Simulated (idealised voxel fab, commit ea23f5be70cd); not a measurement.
A process module follows: voxel wiring stack.
Cross-section cut spans 270 nm and uses square cells 5 nm in size.
Square cells in a grid make up a cross-section in this document, and the grid is given as bands, listed from the top down, each one or more rows of cells. Band: top and bottom heights (nm) first, top before bottom; then materials from left to right, widths in nm. "everywhere" marks a sole material filling the band edge to edge. "air" denotes empty space. Heights are measured from 0, the level below which the as-received wafer is all one material; the lowest band has no bottom and continues downward, written as in "top 0, no bottom". Read "30->40" as a graded width: first number on top, second number at the bottom, same change between each pair of neighbouring rows. Take "no alterations made" at face value: in the step it is given for, the cross-section changed in none of its cells. Heads up: "Enclosed empty spaces" only lists the empty pockets with no open path to the top that are 8 cells or more, and it writes them as width x height at distance, distance from the left edge, in nm. Text after the settings on a step's line: the simulator's own remark on that step. Among the settings permitted on a step's line is "overlay nm"; applied to a step with a mask, it specifies the extent to which the mask lay to the right of its planned position, whereas a negative figure signifies a position to the left. Everything after this point is organized in pairs: a cross-section before one process step, a cross-section after it that shows only as deep as the lowest changed band, and, under the pair, the intervening step with its settings. Because different runs of this module on the same starting wafer can supply different pairs, a pair continues from the pair above it only if its entry headed "Before the process" says so.
Before the process:
	top 85, bottom 70 | resist (65) / air (15) / resist (95) / air (15) / resist (80)
	top 70, bottom 55 | lowk (65) / air (15) / resist (15) / lowk (25) / resist (30) / lowk (25) / air (15) / resist (15) / lowk (65)
	top 55, bottom 45 | lowk (65) / air (15) / lowk (95) / air (15) / lowk (80)
	top 45, bottom 40 | SiCN (65) / air (15) / SiCN (95) / air (15) / SiCN (80)
	top 40, bottom 35 | SiN (65) / TiN (30) / SiN (25) / TiN (30) / SiN (25) / TiN (30) / SiN (65)
	top 35, bottom 0 | SiO2 everywhere
	top 0, no bottom | Si everywhere
	Enclosed empty spaces: none
Section After Processing:
	top 70, bottom 55 | lowk (65) / air (30) / lowk (25) / air (30) / lowk (25) / air (30) / lowk (65)
	Note: structure below 55 unchanged.
	Enclosed empty spaces: none
The two cross-sections above bracket this step: STRIP: etch materials resist
Before the process: see preceding pair, after cross-section.
Section After Processing:
	top 75, bottom 70 | TiN (70) / air (20) / TiN (35) / air (20) / TiN (35) / air (20) / TiN (70)
	top 70, bottom 60 | lowk (65) / TiN (5) / air (20) / TiN (5) / lowk (25) / TiN (5) / air (20) / TiN (5) / lowk (25) / TiN (5) / air (20) / TiN (5) / lowk (65)
	top 60, bottom 55 | lowk (65) / TiN (5) / air (5) / TiN (20) / lowk (25) / TiN (30) / lowk (25) / TiN (5) / air (5) / TiN (20) / lowk (65)
	top 55, bottom 45 | lowk (65) / TiN (5) / air (5) / TiN (5) / lowk (95) / TiN (5) / air (5) / TiN (5) / lowk (80)
	top 45, bottom 40 | SiCN (65) / TiN (15) / SiCN (95) / TiN (15) / SiCN (80)
	Note: structure below 40 unchanged.
	Enclosed empty spaces: none
The two cross-sections above bracket this step: CONFORMAL_DEP: material TiN, thk nm 5
Before the process: see preceding pair, after cross-section.
Section After Processing:
	top 85, bottom 75 | Ru everywhere
	top 75, bottom 70 | TiN (70) / Ru (20) / TiN (35) / Ru (20) / TiN (35) / Ru (20) / TiN (70)
	top 70, bottom 60 | lowk (65) / TiN (5) / Ru (20) / TiN (5) / lowk (25) / TiN (5) / Ru (20) / TiN (5) / lowk (25) / TiN (5) / Ru (20) / TiN (5) / lowk (65)
	top 60, bottom 55 | lowk (65) / TiN (5) / Ru (5) / TiN (20) / lowk (25) / TiN (30) / lowk (25) / TiN (5) / Ru (5) / TiN (20) / lowk (65)
	top 55, bottom 45 | lowk (65) / TiN (5) / Ru (5) / TiN (5) / lowk (95) / TiN (5) / Ru (5) / TiN (5) / lowk (80)
	Note: structure below 45 unchanged.
	Enclosed empty spaces: none
The two cross-sections above bracket this step: FILL_DEP: material Ru, thk nm 10
Before the process: see preceding pair, after cross-section.
Section After Processing:
	top 70, bottom 60 | lowk (65) / TiN (5) / Ru (20) / TiN (5) / lowk (25) / TiN (5) / Ru (20) / TiN (5) / lowk (25) / TiN (5) / Ru (20) / TiN (5) / lowk (65)
	Note: structure below 60 unchanged.
	Enclosed empty spaces: none
The two cross-sections above bracket this step: CMP: height nm 70
Before the process: see preceding pair, after cross-section.
Section After Processing:
	top 75, bottom 70 | SiN everywhere
	Note: structure below 70 unchanged.
	Enclosed empty spaces: none
The two cross-sections above bracket this step: CONFORMAL_DEP: material SiN, thk nm 5
Before the process:
	top 85, bottom 70 | resist (65) / air (15) / resist (95) / air (15) / resist (80)
	top 70, bottom 55 | lowk (65) / air (15) / resist (15) / lowk (25) / resist (30) / lowk (25) / air (15) / resist (15) / lowk (65)
	top 55, bottom 45 | lowk everywhere
	top 45, bottom 40 | SiCN everywhere
	top 40, bottom 20 | SiO2 (65) / TiN (5) / Cu (20) / TiN (5) / SiO2 (25) / TiN (5) / Cu (20) / TiN (5) / SiO2 (25) / TiN (5) / Cu (20) / TiN (5) / SiO2 (65)
	top 20, bottom 15 | SiN (65) / TiN (30) / SiN (25) / TiN (30) / SiN (25) / TiN (30) / SiN (65)
	top 15, bottom 0 | SiO2 everywhere
	top 0, no bottom | Si everywhere
	Enclosed empty spaces: none
Section After Processing:
	top 85, bottom 70 | resist (65) / air (15) / resist (95) / air (15) / resist (80)
	top 70, bottom 55 | lowk (65) / air (15) / resist (15) / lowk (25) / resist (30) / lowk (25) / air (15) / resist (15) / lowk (65)
	top 55, bottom 50 | lowk (65) / air (15) / lowk (95) / air (15) / lowk (80)
	Note: structure below 50 unchanged.
	Enclosed empty spaces: none
The two cross-sections above bracket this step: DIRECTIONAL_ETCH: etch materials lowk, depth nm 5
Before the process: see preceding pair, after cross-section.
Section After Processing:
	top 70, bottom 55 | lowk (65) / air (30) / lowk (25) / air (30) / lowk (25) / air (30) / lowk (65)
	Note: structure below 55 unchanged.
	Enclosed empty spaces: none
The two cross-sections above bracket this step: STRIP: etch materials resist
Before the process: see preceding pair, after cross-section.
Section After Processing:
	top 75, bottom 70 | TiN (70) / air (20) / TiN (35) / air (20) / TiN (35) / air (20) / TiN (70)
	top 70, bottom 60 | lowk (65) / TiN (5) / air (20) / TiN (5) / lowk (25) / TiN (5) / air (20) / TiN (5) / lowk (25) / TiN (5) / air (20) / TiN (5) / lowk (65)
	top 60, bottom 55 | lowk (65) / TiN (5) / air (5) / TiN (20) / lowk (25) / TiN (30) / lowk (25) / TiN (5) / air (5) / TiN (20) / lowk (65)
	top 55, bottom 50 | lowk (65) / TiN (15) / lowk (95) / TiN (15) / lowk (80)
	Note: structure below 50 unchanged.
	Enclosed empty spaces: none
The two cross-sections above bracket this step: CONFORMAL_DEP: material TiN, thk nm 5
Before the process: see preceding pair, after cross-section.
Section After Processing:
	top 85, bottom 75 | Ru everywhere
	top 75, bottom 70 | TiN (70) / Ru (20) / TiN (35) / Ru (20) / TiN (35) / Ru (20) / TiN (70)
	top 70, bottom 60 | lowk (65) / TiN (5) / Ru (20) / TiN (5) / lowk (25) / TiN (5) / Ru (20) / TiN (5) / lowk (25) / TiN (5) / Ru (20) / TiN (5) / lowk (65)
	top 60, bottom 55 | lowk (65) / TiN (5) / Ru (5) / TiN (20) / lowk (25) / TiN (30) / lowk (25) / TiN (5) / Ru (5) / TiN (20) / lowk (65)
	Note: structure below 55 unchanged.
	Enclosed empty spaces: none
The two cross-sections above bracket this step: FILL_DEP: material Ru, thk nm 10
Before the process: see preceding pair, after cross-section.
Section After Processing:
	top 70, bottom 60 | lowk (65) / TiN (5) / Ru (20) / TiN (5) / lowk (25) / TiN (5) / Ru (20) / TiN (5) / lowk (25) / TiN (5) / Ru (20) / TiN (5) / lowk (65)
	Note: structure below 60 unchanged.
	Enclosed empty spaces: none
The two cross-sections above bracket this step: CMP: height nm 70
Before the process: see preceding pair, after cross-section.
Section After Processing:
	top 75, bottom 70 | SiN everywhere
	Note: structure below 70 unchanged.
	Enclosed empty spaces: none
The two cross-sections above bracket this step: CONFORMAL_DEP: material SiN, thk nm 5
Before the process:
	top 50, bottom 40 | aC everywhere
	top 40, bottom 20 | SiO2 everywhere
	top 20, bottom 15 | SiN everywhere
	top 15, bottom 0 | SiO2 everywhere
	top 0, no bottom | Si everywhere
	Enclosed empty spaces: none
Section After Processing:
	top 80, bottom 50 | resist (70) / air (20) / resist (35) / air (20) / resist (35) / air (20) / resist (70)
	Note: structure below 50 unchanged.
	Enclosed empty spaces: none
The two cross-sections above bracket this step: PATTERN: tone open, mask id METAL_1, material resist, width nm 20, pitch nm 55, thk nm 30, overlay nm 0
Before the process: see preceding pair, after cross-section.
Section After Processing:
	top 70, bottom 50 | resist (70) / air (20) / resist (35) / air (20) / resist (35) / air (20) / resist (70)
	top 50, bottom 40 | aC (70) / air (20) / aC (35) / air (20) / aC (35) / air (20) / aC (70)
	Note: structure below 40 unchanged.
	Enclosed empty spaces: none
The two cross-sections above bracket this step: DIRECTIONAL_ETCH: etch materials aC, depth nm 10
Before the process: see preceding pair, after cross-section.
Section After Processing:
	top 50, bottom 40 | aC (70) / air (20) / aC (35) / air (20) / aC (35) / air (20) / aC (70)
	Note: structure below 40 unchanged.
	Enclosed empty spaces: none
The two cross-sections above bracket this step: STRIP: etch materials resist
Before the process: see preceding pair, after cross-section.
Section After Processing:
	top 50, bottom 40 | aC (70) / air (20) / aC (35) / air (20) / aC (35) / air (20) / aC (70)
	top 40, bottom 20 | SiO2 (70) / air (20) / SiO2 (35) / air (20) / SiO2 (35) / air (20) / SiO2 (70)
	Note: structure below 20 unchanged.
	Enclosed empty spaces: none
The two cross-sections above bracket this step: DIRECTIONAL_ETCH: etch materials SiO2, depth nm 20
Before the process: see preceding pair, after cross-section.
Section After Processing:
	top 50, bottom 40 | aC (70) / air (20) / aC (35) / air (20) / aC (35) / air (20) / aC (70)
	top 40, bottom 20 | SiO2 (70) / air (20) / SiO2 (35) / air (20) / SiO2 (35) / air (20) / SiO2 (70)
	top 20, bottom 15 | SiN (70) / air (20) / SiN (35) / air (20) / SiN (35) / air (20) / SiN (70)
	Note: structure below 15 unchanged.
	Enclosed empty spaces: none
The two cross-sections above bracket this step: DIRECTIONAL_ETCH: etch materials SiN, depth nm 5
Before the process: see preceding pair, after cross-section.
Section After Processing:
	top 40, bottom 20 | SiO2 (70) / air (20) / SiO2 (35) / air (20) / SiO2 (35) / air (20) / SiO2 (70)
	Note: structure below 20 unchanged.
	Enclosed empty spaces: none
The two cross-sections above bracket this step: STRIP: etch materials aC
Before the process: see preceding pair, after cross-section.
Section After Processing:
	top 45, bottom 40 | TiN (75) / air (10) / TiN (45) / air (10) / TiN (45) / air (10) / TiN (75)
	top 40, bottom 20 | SiO2 (70) / TiN (5) / air (10) / TiN (5) / SiO2 (35) / TiN (5) / air (10) / TiN (5) / SiO2 (35) / TiN (5) / air (10) / TiN (5) / SiO2 (70)
	top 20, bottom 15 | SiN (70) / TiN (20) / SiN (35) / TiN (20) / SiN (35) / TiN (20) / SiN (70)
	Note: structure below 15 unchanged.
	Enclosed empty spaces: none
The two cross-sections above bracket this step: CONFORMAL_DEP: material TiN, thk nm 5
Before the process: see preceding pair, after cross-section.
Section After Processing:
	top 55, bottom 45 | Cu everywhere
	top 45, bottom 40 | TiN (75) / Cu (10) / TiN (45) / Cu (10) / TiN (45) / Cu (10) / TiN (75)
	top 40, bottom 20 | SiO2 (70) / TiN (5) / Cu (10) / TiN (5) / SiO2 (35) / TiN (5) / Cu (10) / TiN (5) / SiO2 (35) / TiN (5) / Cu (10) / TiN (5) / SiO2 (70)
	Note: structure below 20 unchanged.
	Enclosed empty spaces: none
The two cross-sections above bracket this step: FILL_DEP: material Cu, thk nm 10
Before the process: see preceding pair, after cross-section.
Section After Processing:
	top 40, bottom 20 | SiO2 (70) / TiN (5) / Cu (10) / TiN (5) / SiO2 (35) / TiN (5) / Cu (10) / TiN (5) / SiO2 (35) / TiN (5) / Cu (10) / TiN (5) / SiO2 (70)
	Note: structure below 20 unchanged.
	Enclosed empty spaces: none
The two cross-sections above bracket this step: CMP: height nm 40
Before the process: see preceding pair, after cross-section.
Section After Processing:
	top 45, bottom 40 | SiCN everywhere
	Note: structure below 40 unchanged.
	Enclosed empty spaces: none
The two cross-sections above bracket this step: CONFORMAL_DEP: material SiCN, thk nm 5
Before the process: see preceding pair, after cross-section.
Section After Processing:
	top 70, bottom 45 | lowk everywhere
	Note: structure below 45 unchanged.
	Enclosed empty spaces: none
The two cross-sections above bracket this step: DIRECTIONAL_DEP: material lowk, thk nm 25
Before the process: see preceding pair, after cross-section.
Section After Processing:
	top 85, bottom 70 | resist (65) / air (30) / resist (25) / air (30) / resist (25) / air (30) / resist (65)
	Note: structure below 70 unchanged.
	Enclosed empty spaces: none
The two cross-sections above bracket this step: PATTERN: tone open, mask id METAL_2, material resist, width nm 30, pitch nm 55, thk nm 15, overlay nm 0
Before the process: see preceding pair, after cross-section.
Section After Processing:
	top 85, bottom 70 | resist (65) / air (30) / resist (25) / air (30) / resist (25) / air (30) / resist (65)
	top 70, bottom 55 | lowk (65) / air (30) / lowk (25) / air (30) / lowk (25) / air (30) / lowk (65)
	Note: structure below 55 unchanged.
	Enclosed empty spaces: none
The two cross-sections above bracket this step: DIRECTIONAL_ETCH: etch materials lowk, depth nm 15
Before the process: see preceding pair, after cross-section.
Section After Processing:
	top 70, bottom 55 | lowk (65) / air (30) / lowk (25) / air (30) / lowk (25) / air (30) / lowk (65)
	Note: structure below 55 unchanged.
	Enclosed empty spaces: none
The two cross-sections above bracket this step: STRIP: etch materials resist
Before the process: see preceding pair, after cross-section.
Section After Processing:
	top 85, bottom 70 | resist (65) / air (15) / resist (95) / air (15) / resist (80)
	top 70, bottom 55 | lowk (65) / air (15) / resist (15) / lowk (25) / resist (30) / lowk (25) / air (15) / resist (15) / lowk (65)
	Note: structure below 55 unchanged.
	Enclosed empty spaces: none
The two cross-sections above bracket this step: PATTERN: tone open, mask id METAL_2_HOLES, material resist, width nm 15, pitch nm 110, thk nm 15, overlay nm 0
Before the process: see preceding pair, after cross-section.
Section After Processing:
	top 85, bottom 70 | resist (65) / air (15) / resist (95) / air (15) / resist (80)
	top 70, bottom 55 | lowk (65) / air (15) / resist (15) / lowk (25) / resist (30) / lowk (25) / air (15) / resist (15) / lowk (65)
	top 55, bottom 45 | lowk (65) / air (15) / lowk (95) / air (15) / lowk (80)
	Note: structure below 45 unchanged.
	Enclosed empty spaces: none
The two cross-sections above bracket this step: DIRECTIONAL_ETCH: etch materials lowk, depth nm 10
Before the process: see preceding pair, after cross-section.
Section After Processing:
	top 85, bottom 70 | resist (65) / air (15) / resist (95) / air (15) / resist (80)
	top 70, bottom 55 | lowk (65) / air (15) / resist (15) / lowk (25) / resist (30) / lowk (25) / air (15) / resist (15) / lowk (65)
	top 55, bottom 45 | lowk (65) / air (15) / lowk (95) / air (15) / lowk (80)
	top 45, bottom 40 | SiCN (65) / air (15) / SiCN (95) / air (15) / SiCN (80)
	Note: structure below 40 unchanged.
	Enclosed empty spaces: none
The two cross-sections above bracket this step: DIRECTIONAL_ETCH: etch materials SiCN, depth nm 5
Before the process: see preceding pair, after cross-section.
Section After Processing:
	top 70, bottom 55 | lowk (65) / air (30) / lowk (25) / air (30) / lowk (25) / air (30) / lowk (65)
	Note: structure below 55 unchanged.
	Enclosed empty spaces: none
The two cross-sections above bracket this step: STRIP: etch materials resist
Before the process: see preceding pair, after cross-section.
Section After Processing:
	top 75, bottom 70 | TiN (70) / air (20) / TiN (35) / air (20) / TiN (35) / air (20) / TiN (70)
	top 70, bottom 60 | lowk (65) / TiN (5) / air (20) / TiN (5) / lowk (25) / TiN (5) / air (20) / TiN (5) / lowk (25) / TiN (5) / air (20) / TiN (5) / lowk (65)
	top 60, bottom 55 | lowk (65) / TiN (5) / air (5) / TiN (20) / lowk (25) / TiN (30) / lowk (25) / TiN (5) / air (5) / TiN (20) / lowk (65)
	top 55, bottom 45 | lowk (65) / TiN (5) / air (5) / TiN (5) / lowk (95) / TiN (5) / air (5) / TiN (5) / lowk (80)
	top 45, bottom 40 | SiCN (65) / TiN (15) / SiCN (95) / TiN (15) / SiCN (80)
	Note: structure below 40 unchanged.
	Enclosed empty spaces: none
The two cross-sections above bracket this step: CONFORMAL_DEP: material TiN, thk nm 5
Before the process: see preceding pair, after cross-section.
Section After Processing:
	top 85, bottom 75 | Ru everywhere
	top 75, bottom 70 | TiN (70) / Ru (20) / TiN (35) / Ru (20) / TiN (35) / Ru (20) / TiN (70)
	top 70, bottom 60 | lowk (65) / TiN (5) / Ru (20) / TiN (5) / lowk (25) / TiN (5) / Ru (20) / TiN (5) / lowk (25) / TiN (5) / Ru (20) / TiN (5) / lowk (65)
	top 60, bottom 55 | lowk (65) / TiN (5) / Ru (5) / TiN (20) / lowk (25) / TiN (30) / lowk (25) / TiN (5) / Ru (5) / TiN (20) / lowk (65)
	top 55, bottom 45 | lowk (65) / TiN (5) / Ru (5) / TiN (5) / lowk (95) / TiN (5) / Ru (5) / TiN (5) / lowk (80)
	Note: structure below 45 unchanged.
	Enclosed empty spaces: none
The two cross-sections above bracket this step: FILL_DEP: material Ru, thk nm 10
Before the process: see preceding pair, after cross-section.
Section After Processing:
	top 70, bottom 60 | lowk (65) / TiN (5) / Ru (20) / TiN (5) / lowk (25) / TiN (5) / Ru (20) / TiN (5) / lowk (25) / TiN (5) / Ru (20) / TiN (5) / lowk (65)
	Note: structure below 60 unchanged.
	Enclosed empty spaces: none
The two cross-sections above bracket this step: CMP: height nm 70
Before the process: see preceding pair, after cross-section.
Section After Processing:
	top 75, bottom 70 | SiN everywhere
	Note: structure below 70 unchanged.
	Enclosed empty spaces: none
The two cross-sections above bracket this step: CONFORMAL_DEP: material SiN, thk nm 5
Before the process:
	top 50, bottom 40 | aC everywhere
	top 40, bottom 20 | SiO2 everywhere
	top 20, bottom 15 | SiN everywhere
	top 15, bottom 0 | SiO2 everywhere
	top 0, no bottom | Si everywhere
	Enclosed empty spaces: none
Section After Processing:
	top 80, bottom 50 | resist (55) / air (30) / resist (25) / air (30) / resist (25) / air (30) / resist (75)
	Note: structure below 50 unchanged.
	Enclosed empty spaces: none
The two cross-sections above bracket this step: PATTERN: tone open, mask id METAL_1, material resist, width nm 30, pitch nm 55, thk nm 30, overlay nm -10
Before the process: see preceding pair, after cross-section.
Section After Processing:
	top 70, bottom 50 | resist (55) / air (30) / resist (25) / air (30) / resist (25) / air (30) / resist (75)
	top 50, bottom 40 | aC (55) / air (30) / aC (25) / air (30) / aC (25) / air (30) / aC (75)
	Note: structure below 40 unchanged.
	Enclosed empty spaces: none
The two cross-sections above bracket this step: DIRECTIONAL_ETCH: etch materials aC, depth nm 10
Before the process: see preceding pair, after cross-section.
Section After Processing:
	top 50, bottom 40 | aC (55) / air (30) / aC (25) / air (30) / aC (25) / air (30) / aC (75)
	Note: structure below 40 unchanged.
	Enclosed empty spaces: none
The two cross-sections above bracket this step: STRIP: etch materials resist
Before the process: see preceding pair, after cross-section.
Section After Processing:
	top 50, bottom 40 | aC (55) / air (30) / aC (25) / air (30) / aC (25) / air (30) / aC (75)
	top 40, bottom 20 | SiO2 (55) / air (30) / SiO2 (25) / air (30) / SiO2 (25) / air (30) / SiO2 (75)
	Note: structure below 20 unchanged.
	Enclosed empty spaces: none
The two cross-sections above bracket this step: DIRECTIONAL_ETCH: etch materials SiO2, depth nm 20
Before the process: see preceding pair, after cross-section.
Section After Processing:
	top 50, bottom 40 | aC (55) / air (30) / aC (25) / air (30) / aC (25) / air (30) / aC (75)
	top 40, bottom 20 | SiO2 (55) / air (30) / SiO2 (25) / air (30) / SiO2 (25) / air (30) / SiO2 (75)
	top 20, bottom 15 | SiN (55) / air (30) / SiN (25) / air (30) / SiN (25) / air (30) / SiN (75)
	Note: structure below 15 unchanged.
	Enclosed empty spaces: none
The two cross-sections above bracket this step: DIRECTIONAL_ETCH: etch materials SiN, depth nm 5
Before the process: see preceding pair, after cross-section.
Section After Processing:
	top 40, bottom 20 | SiO2 (55) / air (30) / SiO2 (25) / air (30) / SiO2 (25) / air (30) / SiO2 (75)
	Note: structure below 20 unchanged.
	Enclosed empty spaces: none
The two cross-sections above bracket this step: STRIP: etch materials aC
Before the process: see preceding pair, after cross-section.
Section After Processing:
	top 45, bottom 40 | TiN (60) / air (20) / TiN (35) / air (20) / TiN (35) / air (20) / TiN (80)
	top 40, bottom 20 | SiO2 (55) / TiN (5) / air (20) / TiN (5) / SiO2 (25) / TiN (5) / air (20) / TiN (5) / SiO2 (25) / TiN (5) / air (20) / TiN (5) / SiO2 (75)
	top 20, bottom 15 | SiN (55) / TiN (30) / SiN (25) / TiN (30) / SiN (25) / TiN (30) / SiN (75)
	Note: structure below 15 unchanged.
	Enclosed empty spaces: none
The two cross-sections above bracket this step: CONFORMAL_DEP: material TiN, thk nm 5
Before the process: see preceding pair, after cross-section.
Section After Processing:
	top 55, bottom 45 | Cu everywhere
	top 45, bottom 40 | TiN (60) / Cu (20) / TiN (35) / Cu (20) / TiN (35) / Cu (20) / TiN (80)
	top 40, bottom 20 | SiO2 (55) / TiN (5) / Cu (20) / TiN (5) / SiO2 (25) / TiN (5) / Cu (20) / TiN (5) / SiO2 (25) / TiN (5) / Cu (20) / TiN (5) / SiO2 (75)
	Note: structure below 20 unchanged.
	Enclosed empty spaces: none
The two cross-sections above bracket this step: FILL_DEP: material Cu, thk nm 10
Before the process: see preceding pair, after cross-section.
Section After Processing:
	top 40, bottom 20 | SiO2 (55) / TiN (5) / Cu (20) / TiN (5) / SiO2 (25) / TiN (5) / Cu (20) / TiN (5) / SiO2 (25) / TiN (5) / Cu (20) / TiN (5) / SiO2 (75)
	Note: structure below 20 unchanged.
	Enclosed empty spaces: none
The two cross-sections above bracket this step: CMP: height nm 40
Before the process: see preceding pair, after cross-section.
Section After Processing:
	top 45, bottom 40 | SiCN everywhere
	Note: structure below 40 unchanged.
	Enclosed empty spaces: none
The two cross-sections above bracket this step: CONFORMAL_DEP: material SiCN, thk nm 5
Before the process: see preceding pair, after cross-section.
Section After Processing:
	top 70, bottom 45 | lowk everywhere
	Note: structure below 45 unchanged.
	Enclosed empty spaces: none
The two cross-sections above bracket this step: DIRECTIONAL_DEP: material lowk, thk nm 25
Before the process: see preceding pair, after cross-section.
Section After Processing:
	top 85, bottom 70 | resist (65) / air (30) / resist (25) / air (30) / resist (25) / air (30) / resist (65)
	Note: structure below 70 unchanged.
	Enclosed empty spaces: none
The two cross-sections above bracket this step: PATTERN: tone open, mask id METAL_2, material resist, width nm 30, pitch nm 55, thk nm 15, overlay nm 0
Before the process: see preceding pair, after cross-section.
Section After Processing:
	top 85, bottom 70 | resist (65) / air (30) / resist (25) / air (30) / resist (25) / air (30) / resist (65)
	top 70, bottom 55 | lowk (65) / air (30) / lowk (25) / air (30) / lowk (25) / air (30) / lowk (65)
	Note: structure below 55 unchanged.
	Enclosed empty spaces: none
The two cross-sections above bracket this step: DIRECTIONAL_ETCH: etch materials lowk, depth nm 15
Before the process: see preceding pair, after cross-section.
Section After Processing:
	top 70, bottom 55 | lowk (65) / air (30) / lowk (25) / air (30) / lowk (25) / air (30) / lowk (65)
	Note: structure below 55 unchanged.
	Enclosed empty spaces: none
The two cross-sections above bracket this step: STRIP: etch materials resist
Before the process: see preceding pair, after cross-section.
Section After Processing:
	top 85, bottom 70 | resist (65) / air (15) / resist (95) / air (15) / resist (80)
	top 70, bottom 55 | lowk (65) / air (15) / resist (15) / lowk (25) / resist (30) / lowk (25) / air (15) / resist (15) / lowk (65)
	Note: structure below 55 unchanged.
	Enclosed empty spaces: none
The two cross-sections above bracket this step: PATTERN: tone open, mask id METAL_2_HOLES, material resist, width nm 15, pitch nm 110, thk nm 15, overlay nm 0
Before the process: see preceding pair, after cross-section.
Section After Processing:
	top 85, bottom 70 | resist (65) / air (15) / resist (95) / air (15) / resist (80)
	top 70, bottom 55 | lowk (65) / air (15) / resist (15) / lowk (25) / resist (30) / lowk (25) / air (15) / resist (15) / lowk (65)
	top 55, bottom 45 | lowk (65) / air (15) / lowk (95) / air (15) / lowk (80)
	Note: structure below 45 unchanged.
	Enclosed empty spaces: none
The two cross-sections above bracket this step: DIRECTIONAL_ETCH: etch materials lowk, depth nm 10
Before the process: see preceding pair, after cross-section.
Section After Processing:
	top 85, bottom 70 | resist (65) / air (15) / resist (95) / air (15) / resist (80)
	top 70, bottom 55 | lowk (65) / air (15) / resist (15) / lowk (25) / resist (30) / lowk (25) / air (15) / resist (15) / lowk (65)
	top 55, bottom 45 | lowk (65) / air (15) / lowk (95) / air (15) / lowk (80)
	top 45, bottom 40 | SiCN (65) / air (15) / SiCN (95) / air (15) / SiCN (80)
	Note: structure below 40 unchanged.
	Enclosed empty spaces: none
The two cross-sections above bracket this step: DIRECTIONAL_ETCH: etch materials SiCN, depth nm 5
Before the process: see preceding pair, after cross-section.
Section After Processing:
	top 70, bottom 55 | lowk (65) / air (30) / lowk (25) / air (30) / lowk (25) / air (30) / lowk (65)
	Note: structure below 55 unchanged.
	Enclosed empty spaces: none
The two cross-sections above bracket this step: STRIP: etch materials resist
Before the process: see preceding pair, after cross-section.
Section After Processing:
	top 75, bottom 70 | TiN (70) / air (20) / TiN (35) / air (20) / TiN (35) / air (20) / TiN (70)
	top 70, bottom 60 | lowk (65) / TiN (5) / air (20) / TiN (5) / lowk (25) / TiN (5) / air (20) / TiN (5) / lowk (25) / TiN (5) / air (20) / TiN (5) / lowk (65)
	top 60, bottom 55 | lowk (65) / TiN (5) / air (5) / TiN (20) / lowk (25) / TiN (30) / lowk (25) / TiN (5) / air (5) / TiN (20) / lowk (65)
	top 55, bottom 45 | lowk (65) / TiN (5) / air (5) / TiN (5) / lowk (95) / TiN (5) / air (5) / TiN (5) / lowk (80)
	top 45, bottom 40 | SiCN (65) / TiN (15) / SiCN (95) / TiN (15) / SiCN (80)
	Note: structure below 40 unchanged.
	Enclosed empty spaces: none
The two cross-sections above bracket this step: CONFORMAL_DEP: material TiN, thk nm 5
Before the process: see preceding pair, after cross-section.
Section After Processing:
	top 85, bottom 75 | Ru everywhere
	top 75, bottom 70 | TiN (70) / Ru (20) / TiN (35) / Ru (20) / TiN (35) / Ru (20) / TiN (70)
	top 70, bottom 60 | lowk (65) / TiN (5) / Ru (20) / TiN (5) / lowk (25) / TiN (5) / Ru (20) / TiN (5) / lowk (25) / TiN (5) / Ru (20) / TiN (5) / lowk (65)
	top 60, bottom 55 | lowk (65) / TiN (5) / Ru (5) / TiN (20) / lowk (25) / TiN (30) / lowk (25) / TiN (5) / Ru (5) / TiN (20) / lowk (65)
	top 55, bottom 45 | lowk (65) / TiN (5) / Ru (5) / TiN (5) / lowk (95) / TiN (5) / Ru (5) / TiN (5) / lowk (80)
	Note: structure below 45 unchanged.
	Enclosed empty spaces: none
The two cross-sections above bracket this step: FILL_DEP: material Ru, thk nm 10
Before the process: see preceding pair, after cross-section.
Section After Processing:
	top 70, bottom 60 | lowk (65) / TiN (5) / Ru (20) / TiN (5) / lowk (25) / TiN (5) / Ru (20) / TiN (5) / lowk (25) / TiN (5) / Ru (20) / TiN (5) / lowk (65)
	Note: structure below 60 unchanged.
	Enclosed empty spaces: none
The two cross-sections above bracket this step: CMP: height nm 70
Before the process: see preceding pair, after cross-section.
Section After Processing:
	top 75, bottom 70 | SiN everywhere
	Note: structure below 70 unchanged.
	Enclosed empty spaces: none
The two cross-sections above bracket this step: CONFORMAL_DEP: material SiN, thk nm 5
Before the process:
	top 40, bottom 20 | SiO2 (65) / TiN (5) / Cu (20) / TiN (5) / SiO2 (25) / TiN (5) / Cu (20) / TiN (5) / SiO2 (25) / TiN (5) / Cu (20) / TiN (5) / SiO2 (65)
	top 20, bottom 15 | SiN (65) / TiN (30) / SiN (25) / TiN (30) / SiN (25) / TiN (30) / SiN (65)
	top 15, bottom 0 | SiO2 everywhere
	top 0, no bottom | Si everywhere
	Enclosed empty spaces: none
Section After Processing:
	top 45, bottom 40 | SiN everywhere
	Note: structure below 40 unchanged.
	Enclosed empty spaces: none
The two cross-sections above bracket this step: CONFORMAL_DEP: material SiN, thk nm 5
Before the process: see preceding pair, after cross-section.
Section After Processing:
	top 70, bottom 45 | lowk everywhere
	Note: structure below 45 unchanged.
	Enclosed empty spaces: none
The two cross-sections above bracket this step: DIRECTIONAL_DEP: material lowk, thk nm 25
Before the process: see preceding pair, after cross-section.
Section After Processing:
	top 85, bottom 70 | resist (65) / air (30) / resist (25) / air (30) / resist (25) / air (30) / resist (65)
	Note: structure below 70 unchanged.
	Enclosed empty spaces: none
The two cross-sections above bracket this step: PATTERN: tone open, mask id METAL_2, material resist, width nm 30, pitch nm 55, thk nm 15, overlay nm 0
Before the process: see preceding pair, after cross-section.
Section After Processing:
	top 85, bottom 70 | resist (65) / air (30) / resist (25) / air (30) / resist (25) / air (30) / resist (65)
	top 70, bottom 55 | lowk (65) / air (30) / lowk (25) / air (30) / lowk (25) / air (30) / lowk (65)
	Note: structure below 55 unchanged.
	Enclosed empty spaces: none
The two cross-sections above bracket this step: DIRECTIONAL_ETCH: etch materials lowk, depth nm 15
Before the process: see preceding pair, after cross-section.
Section After Processing:
	top 70, bottom 55 | lowk (65) / air (30) / lowk (25) / air (30) / lowk (25) / air (30) / lowk (65)
	Note: structure below 55 unchanged.
	Enclosed empty spaces: none
The two cross-sections above bracket this step: STRIP: etch materials resist
Before the process: see preceding pair, after cross-section.
Section After Processing:
	top 85, bottom 70 | resist (65) / air (15) / resist (95) / air (15) / resist (80)
	top 70, bottom 55 | lowk (65) / air (15) / resist (15) / lowk (25) / resist (30) / lowk (25) / air (15) / resist (15) / lowk (65)
	Note: structure below 55 unchanged.
	Enclosed empty spaces: none
The two cross-sections above bracket this step: PATTERN: tone open, mask id METAL_2_HOLES, material resist, width nm 15, pitch nm 110, thk nm 15, overlay nm 0
Before the process: see preceding pair, after cross-section.
Section After Processing:
	top 85, bottom 70 | resist (65) / air (15) / resist (95) / air (15) / resist (80)
	top 70, bottom 55 | lowk (65) / air (15) / resist (15) / lowk (25) / resist (30) / lowk (25) / air (15) / resist (15) / lowk (65)
	top 55, bottom 45 | lowk (65) / air (15) / lowk (95) / air (15) / lowk (80)
	Note: structure below 45 unchanged.
	Enclosed empty spaces: none
The two cross-sections above bracket this step: DIRECTIONAL_ETCH: etch materials lowk, depth nm 10
